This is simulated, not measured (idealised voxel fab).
This is a process module. Its name is voxel wiring stack.
The cross-section on display is named cut; it measures 230 nm wide, and its cells are 5 nm squares.
We lay out every cross-section as a grid of square cells and spell it out in bands from the top down, where one band means one or more rows of cells.
This entry defines a band. It first specifies the height of the band's top and the height of its bottom in nm, and then specifies the band's materials from left to right, stating each material with its width in nm. The word "all across" identifies a single material that fills the band from edge to edge, while the word "air" identifies empty space.
All heights in this document are referenced to 0, defined as the level beneath which the wafer, as received, consists entirely of one material. The lowest band is not bounded below; it extends indefinitely downward and is written in the form "from 0 down".
The width entry "30..40" should be interpreted row by row: the top row of cells in the band takes the first number, the bottom row takes the second number, and the change between adjacent rows is uniform throughout.
"no change occurred" (step): cross-section cells unchanged, all of them.
"Sealed internal cavities" - sealed voids, min. 8 cells, no opening to top; format: width x height at distance (distance from left edge; nm throughout).
Step line, after settings: the simulator's comment on this step.
Steps that use a mask can have "overlay nm" on their line. It says how far the mask sat to the right of where it was meant to be. Negative means to the left.
The planned process steps are enumerated hereunder:
step 1: RECEIVE,material Si
step 2: CONFORMAL_DEP,material SiO2,thk nm 10
step 3: DIRECTIONAL_DEP,material TiN,thk nm 5
step 4: DIRECTIONAL_DEP,material W,thk nm 25
step 5: MASKED_ETCH,tone cover,mask id METAL_1,width nm 25,pitch nm 40,etch materials W,depth nm 25,overlay nm 0
step 6: MASKED_ETCH,tone cover,mask id METAL_1,width nm 25,pitch nm 40,etch materials TiN,depth nm 5,overlay nm 0
step 7: CONFORMAL_DEP,material SiCN,thk nm 5
step 8: FILL_DEP,material lowk,thk nm 10
step 9: CMP,height nm 40
step 10: CONFORMAL_DEP,material SiCN,thk nm 5
step 11: DIRECTIONAL_DEP,material SiO2,thk nm 10
step 12: PATTERN,tone open,mask id PLUG_1,material resist,width nm 15,thk nm 20,overlay nm 0
step 13: DIRECTIONAL_ETCH,etch materials SiO2,depth nm 10
step 14: DIRECTIONAL_ETCH,etch materials SiCN,depth nm 5
step 15: STRIP,etch materials resist
step 16: CONFORMAL_DEP,material TiN,thk nm 5
step 17: FILL_DEP,material Ru,thk nm 5
step 18: CMP,height nm 55
step 19: CONFORMAL_DEP,material SiCN,thk nm 5
step 20: DIRECTIONAL_DEP,material lowk,thk nm 25
step 21: MASKED_ETCH,tone open,mask id METAL_2,width nm 25,pitch nm 40,etch materials lowk,depth nm 25,overlay nm 0
step 22: MASKED_ETCH,tone open,mask id METAL_2,width nm 25,pitch nm 40,etch materials SiCN,depth nm 5,overlay nm 0
step 23: CONFORMAL_DEP,material TiN,thk nm 5
step 24: FILL_DEP,material Cu,thk nm 5
step 25: CMP,height nm 85
step 26: CONFORMAL_DEP,material SiCN,thk nm 5
step 27: DIRECTIONAL_DEP,material lowk,thk nm 10
step 28: MASKED_ETCH,tone open,mask id PLUG_2,width nm 15,etch materials lowk,depth nm 10,overlay nm 0
step 29: MASKED_ETCH,tone open,mask id PLUG_2,width nm 15,etch materials SiCN,depth nm 5,overlay nm 0
step 30: CONFORMAL_DEP,material TiN,thk nm 5
step 31: FILL_DEP,material Cu,thk nm 5
step 32: CMP,height nm 100
step 33: DIRECTIONAL_DEP,material TiN,thk nm 5
step 34: DIRECTIONAL_DEP,material W,thk nm 25
step 35: DIRECTIONAL_DEP,material aC,thk nm 10
step 36: PATTERN,tone cover,mask id METAL_3,material resist,width nm 25,pitch nm 40,thk nm 25,overlay nm 0
step 37: DIRECTIONAL_ETCH,etch materials aC,depth nm 10
step 38: STRIP,etch materials resist
step 39: DIRECTIONAL_ETCH,etch materials W,depth nm 25
step 40: DIRECTIONAL_ETCH,etch materials TiN,depth nm 5
step 41: STRIP,etch materials aC
step 42: FILL_DEP,material lowk,thk nm 10
step 43: CMP,height nm 130
step 44: CONFORMAL_DEP,material SiCN,thk nm 5
step 45: DIRECTIONAL_DEP,material lowk,thk nm 10
step 46: MASKED_ETCH,tone open,mask id PLUG_3,width nm 15,etch materials lowk,depth nm 10,overlay nm 0
step 47: MASKED_ETCH,tone open,mask id PLUG_3,width nm 15,etch materials SiCN,depth nm 5,overlay nm 0
step 48: CONFORMAL_DEP,material TiN,thk nm 5
step 49: FILL_DEP,material W,thk nm 10
step 50: CMP,height nm 145
step 51: CONFORMAL_DEP,material SiN,thk nm 5
step 52: DIRECTIONAL_DEP,material SiO2,thk nm 25
step 53: MASKED_ETCH,tone open,mask id METAL_4,width nm 25,pitch nm 40,etch materials SiO2,depth nm 25,overlay nm 0
step 54: MASKED_ETCH,tone open,mask id METAL_4,width nm 25,pitch nm 40,etch materials SiN,depth nm 5,overlay nm 0
step 55: CONFORMAL_DEP,material TiN,thk nm 5
step 56: FILL_DEP,material Ru,thk nm 10
step 57: CMP,height nm 175
step 58: EPI,material Ru,thk nm 5
step 59: FILL_DEP,material SiCN,thk nm 5
Account of the first of two wafers, which was processed as intended:
Here's what the wafer looked like in cross-section when it arrived - that's after step 1:
* from 0 down | Si all across
* Sealed internal cavities: none
Cross-section through the wafer, step 2 finished:
* from 10 to 0 | SiO2 all across
* Under 0: no change, same as before.
Cross-section through the wafer, step 3 finished:
* from 15 to 10 | TiN all across
* Under 10: no change, same as before.
Cross-section through the wafer, step 4 finished:
* from 40 to 15 | W all across
* Under 15: no change, same as before.
Cross-section through the wafer, step 5 finished:
* from 40 to 15 | air 80, then W 25, then air 15, then W 25, then air 85
* Under 15: no change, same as before.
Cross-section through the wafer, step 6 finished:
* from 40 to 15 | air 80, then W 25, then air 15, then W 25, then air 85
* from 15 to 10 | air 80, then TiN 25, then air 15, then TiN 25, then air 85
* Under 10: no change, same as before.
Cross-section through the wafer, step 7 finished:
* from 45 to 40 | air 75, then SiCN 35, then air 5, then SiCN 35, then air 80
* from 40 to 15 | air 75, then SiCN 5, then W 25, then SiCN 5, then air 5, then SiCN 5, then W 25, then SiCN 5, then air 80
* from 15 to 10 | SiCN 80, then TiN 25, then SiCN 15, then TiN 25, then SiCN 85
* Under 10: no change, same as before.
Cross-section through the wafer, step 8 finished:
* from 55 to 45 | lowk all across
* from 45 to 40 | lowk 75, then SiCN 35, then lowk 5, then SiCN 35, then lowk 80
* from 40 to 15 | lowk 75, then SiCN 5, then W 25, then SiCN 5, then lowk 5, then SiCN 5, then W 25, then SiCN 5, then lowk 80
* Under 15: no change, same as before.
Cross-section through the wafer, step 9 finished:
* from 40 to 15 | lowk 75, then SiCN 5, then W 25, then SiCN 5, then lowk 5, then SiCN 5, then W 25, then SiCN 5, then lowk 80
* Under 15: no change, same as before.
Cross-section through the wafer, step 10 finished:
* from 45 to 40 | SiCN all across
* Under 40: no change, same as before.
Cross-section through the wafer, step 11 finished:
* from 55 to 45 | SiO2 all across
* Under 45: no change, same as before.
Cross-section through the wafer, step 12 finished:
* from 75 to 55 | resist 80, then air 15, then resist 135
* Under 55: no change, same as before.
Cross-section through the wafer, step 13 finished:
* from 75 to 55 | resist 80, then air 15, then resist 135
* from 55 to 45 | SiO2 80, then air 15, then SiO2 135
* Under 45: no change, same as before.
Cross-section through the wafer, step 14 finished:
* from 75 to 55 | resist 80, then air 15, then resist 135
* from 55 to 45 | SiO2 80, then air 15, then SiO2 135
* from 45 to 40 | SiCN 80, then air 15, then SiCN 135
* Under 40: no change, same as before.
Cross-section through the wafer, step 15 finished:
* from 55 to 45 | SiO2 80, then air 15, then SiO2 135
* Under 45: no change, same as before.
Cross-section through the wafer, step 16 finished:
* from 60 to 55 | TiN 85, then air 5, then TiN 140
* from 55 to 45 | SiO2 80, then TiN 5, then air 5, then TiN 5, then SiO2 135
* from 45 to 40 | SiCN 80, then TiN 15, then SiCN 135
* Under 40: no change, same as before.
Cross-section through the wafer, step 17 finished:
* from 65 to 60 | Ru all across
* from 60 to 55 | TiN 85, then Ru 5, then TiN 140
* from 55 to 45 | SiO2 80, then TiN 5, then Ru 5, then TiN 5, then SiO2 135
* Under 45: no change, same as before.
Cross-section through the wafer, step 18 finished:
* from 55 to 45 | SiO2 80, then TiN 5, then Ru 5, then TiN 5, then SiO2 135
* Under 45: no change, same as before.
Cross-section through the wafer, step 19 finished:
* from 60 to 55 | SiCN all across
* Under 55: no change, same as before.
Cross-section through the wafer, step 20 finished:
* from 85 to 60 | lowk all across
* Under 60: no change, same as before.
Cross-section through the wafer, step 21 finished:
* from 85 to 60 | lowk 80, then air 25, then lowk 15, then air 25, then lowk 85
* Under 60: no change, same as before.
Cross-section through the wafer, step 22 finished:
* from 85 to 60 | lowk 80, then air 25, then lowk 15, then air 25, then lowk 85
* from 60 to 55 | SiCN 80, then air 25, then SiCN 15, then air 25, then SiCN 85
* Under 55: no change, same as before.
Cross-section through the wafer, step 23 finished:
* from 90 to 85 | TiN 85, then air 15, then TiN 25, then air 15, then TiN 90
* from 85 to 60 | lowk 80, then TiN 5, then air 15, then TiN 5, then lowk 15, then TiN 5, then air 15, then TiN 5, then lowk 85
* from 60 to 55 | SiCN 80, then TiN 25, then SiCN 15, then TiN 25, then SiCN 85
* Under 55: no change, same as before.
Cross-section through the wafer, step 24 finished:
* from 95 to 90 | Cu all across
* from 90 to 85 | TiN 85, then Cu 15, then TiN 25, then Cu 15, then TiN 90
* from 85 to 60 | lowk 80, then TiN 5, then Cu 15, then TiN 5, then lowk 15, then TiN 5, then Cu 15, then TiN 5, then lowk 85
* Under 60: no change, same as before.
Cross-section through the wafer, step 25 finished:
* from 85 to 60 | lowk 80, then TiN 5, then Cu 15, then TiN 5, then lowk 15, then TiN 5, then Cu 15, then TiN 5, then lowk 85
* Under 60: no change, same as before.
Cross-section through the wafer, step 26 finished:
* from 90 to 85 | SiCN all across
* Under 85: no change, same as before.
Cross-section through the wafer, step 27 finished:
* from 100 to 90 | lowk all across
* Under 90: no change, same as before.
Cross-section through the wafer, step 28 finished:
* from 100 to 90 | lowk 80, then air 15, then lowk 135
* Under 90: no change, same as before.
Cross-section through the wafer, step 29 finished:
* from 100 to 90 | lowk 80, then air 15, then lowk 135
* from 90 to 85 | SiCN 80, then air 15, then SiCN 135
* Under 85: no change, same as before.
Cross-section through the wafer, step 30 finished:
* from 105 to 100 | TiN 85, then air 5, then TiN 140
* from 100 to 90 | lowk 80, then TiN 5, then air 5, then TiN 5, then lowk 135
* from 90 to 85 | SiCN 80, then TiN 15, then SiCN 135
* Under 85: no change, same as before.
Cross-section through the wafer, step 31 finished:
* from 110 to 105 | Cu all across
* from 105 to 100 | TiN 85, then Cu 5, then TiN 140
* from 100 to 90 | lowk 80, then TiN 5, then Cu 5, then TiN 5, then lowk 135
* Under 90: no change, same as before.
Cross-section through the wafer, step 32 finished:
* from 100 to 90 | lowk 80, then TiN 5, then Cu 5, then TiN 5, then lowk 135
* Under 90: no change, same as before.
Cross-section through the wafer, step 33 finished:
* from 105 to 100 | TiN all across
* Under 100: no change, same as before.
Cross-section through the wafer, step 34 finished:
* from 130 to 105 | W all across
* Under 105: no change, same as before.
Cross-section through the wafer, step 35 finished:
* from 140 to 130 | aC all across
* Under 130: no change, same as before.
Cross-section through the wafer, step 36 finished:
* from 165 to 140 | air 80, then resist 25, then air 15, then resist 25, then air 85
* Under 140: no change, same as before.
Cross-section through the wafer, step 37 finished:
* from 155 to 140 | air 80, then resist 25, then air 15, then resist 25, then air 85
* from 140 to 130 | air 80, then aC 25, then air 15, then aC 25, then air 85
* Under 130: no change, same as before.
Cross-section through the wafer, step 38 finished:
* from 140 to 130 | air 80, then aC 25, then air 15, then aC 25, then air 85
* Under 130: no change, same as before.
Cross-section through the wafer, step 39 finished:
* from 140 to 130 | air 80, then aC 25, then air 15, then aC 25, then air 85
* from 130 to 105 | air 80, then W 25, then air 15, then W 25, then air 85
* Under 105: no change, same as before.
Cross-section through the wafer, step 40 finished:
* from 140 to 130 | air 80, then aC 25, then air 15, then aC 25, then air 85
* from 130 to 105 | air 80, then W 25, then air 15, then W 25, then air 85
* from 105 to 100 | air 80, then TiN 25, then air 15, then TiN 25, then air 85
* Under 100: no change, same as before.
Cross-section through the wafer, step 41 finished:
* from 130 to 105 | air 80, then W 25, then air 15, then W 25, then air 85
* Under 105: no change, same as before.
Cross-section through the wafer, step 42 finished:
* from 140 to 130 | lowk all across
* from 130 to 105 | lowk 80, then W 25, then lowk 15, then W 25, then lowk 85
* from 105 to 100 | lowk 80, then TiN 25, then lowk 15, then TiN 25, then lowk 85
* Under 100: no change, same as before.
Cross-section through the wafer, step 43 finished:
* from 130 to 105 | lowk 80, then W 25, then lowk 15, then W 25, then lowk 85
* Under 105: no change, same as before.
Cross-section through the wafer, step 44 finished:
* from 135 to 130 | SiCN all across
* Under 130: no change, same as before.
Cross-section through the wafer, step 45 finished:
* from 145 to 135 | lowk all across
* Under 135: no change, same as before.
Cross-section through the wafer, step 46 finished:
* from 145 to 135 | lowk 80, then air 15, then lowk 135
* Under 135: no change, same as before.
Cross-section through the wafer, step 47 finished:
* from 145 to 135 | lowk 80, then air 15, then lowk 135
* from 135 to 130 | SiCN 80, then air 15, then SiCN 135
* Under 130: no change, same as before.
Cross-section through the wafer, step 48 finished:
* from 150 to 145 | TiN 85, then air 5, then TiN 140
* from 145 to 135 | lowk 80, then TiN 5, then air 5, then TiN 5, then lowk 135
* from 135 to 130 | SiCN 80, then TiN 15, then SiCN 135
* Under 130: no change, same as before.
Cross-section through the wafer, step 49 finished:
* from 160 to 150 | W all across
* from 150 to 145 | TiN 85, then W 5, then TiN 140
* from 145 to 135 | lowk 80, then TiN 5, then W 5, then TiN 5, then lowk 135
* Under 135: no change, same as before.
Cross-section through the wafer, step 50 finished:
* from 145 to 135 | lowk 80, then TiN 5, then W 5, then TiN 5, then lowk 135
* Under 135: no change, same as before.
Cross-section through the wafer, step 51 finished:
* from 150 to 145 | SiN all across
* Under 145: no change, same as before.
Cross-section through the wafer, step 52 finished:
* from 175 to 150 | SiO2 all across
* Under 150: no change, same as before.
Cross-section through the wafer, step 53 finished:
* from 175 to 150 | SiO2 80, then air 25, then SiO2 15, then air 25, then SiO2 85
* Under 150: no change, same as before.
Cross-section through the wafer, step 54 finished:
* from 175 to 150 | SiO2 80, then air 25, then SiO2 15, then air 25, then SiO2 85
* from 150 to 145 | SiN 80, then air 25, then SiN 15, then air 25, then SiN 85
* Under 145: no change, same as before.
Cross-section through the wafer, step 55 finished:
* from 180 to 175 | TiN 85, then air 15, then TiN 25, then air 15, then TiN 90
* from 175 to 150 | SiO2 80, then TiN 5, then air 15, then TiN 5, then SiO2 15, then TiN 5, then air 15, then TiN 5, then SiO2 85
* from 150 to 145 | SiN 80, then TiN 25, then SiN 15, then TiN 25, then SiN 85
* Under 145: no change, same as before.
Cross-section through the wafer, step 56 finished:
* from 190 to 180 | Ru all across
* from 180 to 175 | TiN 85, then Ru 15, then TiN 25, then Ru 15, then TiN 90
* from 175 to 150 | SiO2 80, then TiN 5, then Ru 15, then TiN 5, then SiO2 15, then TiN 5, then Ru 15, then TiN 5, then SiO2 85
* Under 150: no change, same as before.
Cross-section through the wafer, step 57 finished:
* from 175 to 150 | SiO2 80, then TiN 5, then Ru 15, then TiN 5, then SiO2 15, then TiN 5, then Ru 15, then TiN 5, then SiO2 85
* Under 150: no change, same as before.
Cross-section through the wafer, step 58 finished:
* from 180 to 175 | air 75, then Ru 35, then air 5, then Ru 35, then air 80
* Under 175: no change, same as before.
Cross-section through the wafer, step 59 finished:
* from 185 to 180 | SiCN all across
* from 180 to 175 | SiCN 75, then Ru 35, then SiCN 5, then Ru 35, then SiCN 80
* Under 175: no change, same as before.
Second of two: same start, same plan, one run error; steps up to and including 45 match the first:
Second wafer, cut view, end of step 46 per plan:
* from 145 to 135 | lowk 85, then air 15, then lowk 130
* Under 135: no change, same as before.
Second wafer, cut view, end of step 47 per plan:
* from 145 to 135 | lowk 85, then air 15, then lowk 130
* from 135 to 130 | SiCN 85, then air 10, then SiCN 135
* Under 130: no change, same as before.
Second wafer, cut view, end of step 48 per plan:
* from 150 to 145 | TiN 90, then air 5, then TiN 135
* from 145 to 140 | lowk 85, then TiN 5, then air 5, then TiN 5, then lowk 130
* from 140 to 135 | lowk 85, then TiN 15, then lowk 130
* from 135 to 130 | SiCN 85, then TiN 10, then SiCN 135
* Under 130: no change, same as before.
Second wafer, cut view, end of step 49 per plan:
* from 160 to 150 | W all across
* from 150 to 145 | TiN 90, then W 5, then TiN 135
* from 145 to 140 | lowk 85, then TiN 5, then W 5, then TiN 5, then lowk 130
* Under 140: no change, same as before.
Second wafer, cut view, end of step 50 per plan:
* from 145 to 140 | lowk 85, then TiN 5, then W 5, then TiN 5, then lowk 130
* Under 140: no change, same as before.
Second wafer, cut view, end of step 51 per plan:
* from 150 to 145 | SiN all across
* Under 145: no change, same as before.
Second wafer, cut view, end of step 52 per plan:
* from 175 to 150 | SiO2 all across
* Under 150: no change, same as before.
Second wafer, cut view, end of step 53 per plan:
* from 175 to 150 | SiO2 80, then air 25, then SiO2 15, then air 25, then SiO2 85
* Under 150: no change, same as before.
Second wafer, cut view, end of step 54 per plan:
* from 175 to 150 | SiO2 80, then air 25, then SiO2 15, then air 25, then SiO2 85
* from 150 to 145 | SiN 80, then air 25, then SiN 15, then air 25, then SiN 85
* Under 145: no change, same as before.
Second wafer, cut view, end of step 55 per plan:
* from 180 to 175 | TiN 85, then air 15, then TiN 25, then air 15, then TiN 90
* from 175 to 150 | SiO2 80, then TiN 5, then air 15, then TiN 5, then SiO2 15, then TiN 5, then air 15, then TiN 5, then SiO2 85
* from 150 to 145 | SiN 80, then TiN 25, then SiN 15, then TiN 25, then SiN 85
* Under 145: no change, same as before.
Second wafer, cut view, end of step 56 per plan:
* from 190 to 180 | Ru all across
* from 180 to 175 | TiN 85, then Ru 15, then TiN 25, then Ru 15, then TiN 90
* from 175 to 150 | SiO2 80, then TiN 5, then Ru 15, then TiN 5, then SiO2 15, then TiN 5, then Ru 15, then TiN 5, then SiO2 85
* Under 150: no change, same as before.
Second wafer, cut view, end of step 57 per plan:
* from 175 to 150 | SiO2 80, then TiN 5, then Ru 15, then TiN 5, then SiO2 15, then TiN 5, then Ru 15, then TiN 5, then SiO2 85
* Under 150: no change, same as before.
Second wafer, cut view, end of step 58 per plan:
* from 180 to 175 | air 75, then Ru 35, then air 5, then Ru 35, then air 80
* Under 175: no change, same as before.
Second wafer, cut view, end of step 59 per plan:
* from 185 to 180 | SiCN all across
* from 180 to 175 | SiCN 75, then Ru 35, then SiCN 5, then Ru 35, then SiCN 80
* Under 175: no change, same as before.
Short version of what went wrong: step 46 ran with different settings than intended, the actual operation and settings being MASKED_ETCH,tone open,mask id PLUG_3,width nm 15,etch materials lowk,depth nm 10,overlay nm 5
End check, counted in cells, second wafer has more or fewer of these materials than the first: +1 SiCN | -1 W
